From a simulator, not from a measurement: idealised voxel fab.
This is a process module. Its name is voxel ribs on slabs.
Each square cell in cross-section cut measures 5 nm, and the section as a whole is 255 nm wide.
When this document writes out a cross-section, it uses a grid of square cells and lists it as bands, beginning at the top and moving down, with a band standing for one or more rows of cells. Basically the band line says how high the top is and how high the bottom is, in nm, and then what's in it from left to right, every material with its width in nm. Empty space shows up as "air", and if a single material carries "throughout" it runs the full band edge to edge. Note: height 0 marks the level under which the wafer is uniformly one material as received. Lowest band unbounded below, written "0 down". Think of "30..40" as a width that walks from the first number to the second as you go down the band, top row to bottom row, taking equal-sized steps from row to row. No cell of the cross-section changed in a step that is given as "no modifications". Listed closed voids: empty space of 8 cells or more with no open way to the top, each as width x height at its distance from the left edge, in nm. Formally, on a step line, whatever follows the settings is a remark that the simulator itself makes on the step. overlay nm: for a step with a mask, the amount by which the mask lay right of where it was planned; a negative amount means left of it.
[These are the steps we planned for the process]
1) RECEIVE | material Si
2) DIRECTIONAL_DEP | material SiO2 | thk nm 20
3) DIRECTIONAL_DEP | material polySi | thk nm 15
4) MASKED_ETCH | tone cover | mask id RIB | width nm 20 | etch materials polySi | depth nm 5 | overlay nm 0
5) DIRECTIONAL_DEP | material aC | thk nm 15
6) PATTERN | tone cover | mask id SLAB | material resist | width nm 70 | thk nm 30 | overlay nm 0
7) DIRECTIONAL_ETCH | etch materials aC | depth nm 15
8) STRIP | etch materials resist
9) DIRECTIONAL_ETCH | etch materials polySi | depth nm 10
10) STRIP | etch materials aC
11) FILL_DEP | material SiO2 | thk nm 20
12) CMP | height nm 45
13) DIRECTIONAL_DEP | material W | thk nm 5
14) MASKED_ETCH | tone cover | mask id HEATER | width nm 20 | etch materials W | depth nm 5 | overlay nm 0
15) CONFORMAL_DEP | material SiN | thk nm 5
For this document, wafers share an identical start and vary in the step 14 width nm; the plan quotes the first wafer's value.
[Cross-section: the first of several wafers in its as-received state, i.e. following step 1]
* 0 down: Si throughout
* Listed closed voids: none
[Post step 15, the closing step of the module: first of several wafers, cross-sectioned]
* 55 to 50: air (110) | SiN (30) | air (115)
* 50 to 45: SiN (115) | W (20) | SiN (120)
* 45 to 35: SiO2 throughout
* 35 to 30: SiO2 (115) | polySi (20) | SiO2 (120)
* 30 to 20: SiO2 (90) | polySi (70) | SiO2 (95)
* 20 to 0: SiO2 throughout
* 0 down: Si throughout
* Listed closed voids: none
[Cross-sectional depiction of the last of several wafers upon completion of the module]
* 55 to 50: air (100) | SiN (55) | air (100)
* 50 to 45: SiN (105) | W (45) | SiN (105)
* 45 to 35: SiO2 throughout
* 35 to 30: SiO2 (115) | polySi (20) | SiO2 (120)
* 30 to 20: SiO2 (90) | polySi (70) | SiO2 (95)
* 20 to 0: SiO2 throughout
* 0 down: Si throughout
* Listed closed voids: none
[Below is a per-wafer table. In it, each row describes the wafer at the end of the module by giving, for each material, the number of cells gained (+) or lost (-) since the wafer was received, and after that the closed voids of the wafer]
width nm 20; +53 SiN; +427 SiO2; +4 W; +32 polySi; Listed closed voids: none
width nm 25; +53 SiN; +427 SiO2; +5 W; +32 polySi; Listed closed voids: none
width nm 30; +53 SiN; +427 SiO2; +6 W; +32 polySi; Listed closed voids: none
width nm 35; +53 SiN; +427 SiO2; +7 W; +32 polySi; Listed closed voids: none
width nm 40; +53 SiN; +427 SiO2; +8 W; +32 polySi; Listed closed voids: none
width nm 45; +53 SiN; +427 SiO2; +9 W; +32 polySi; Listed closed voids: none
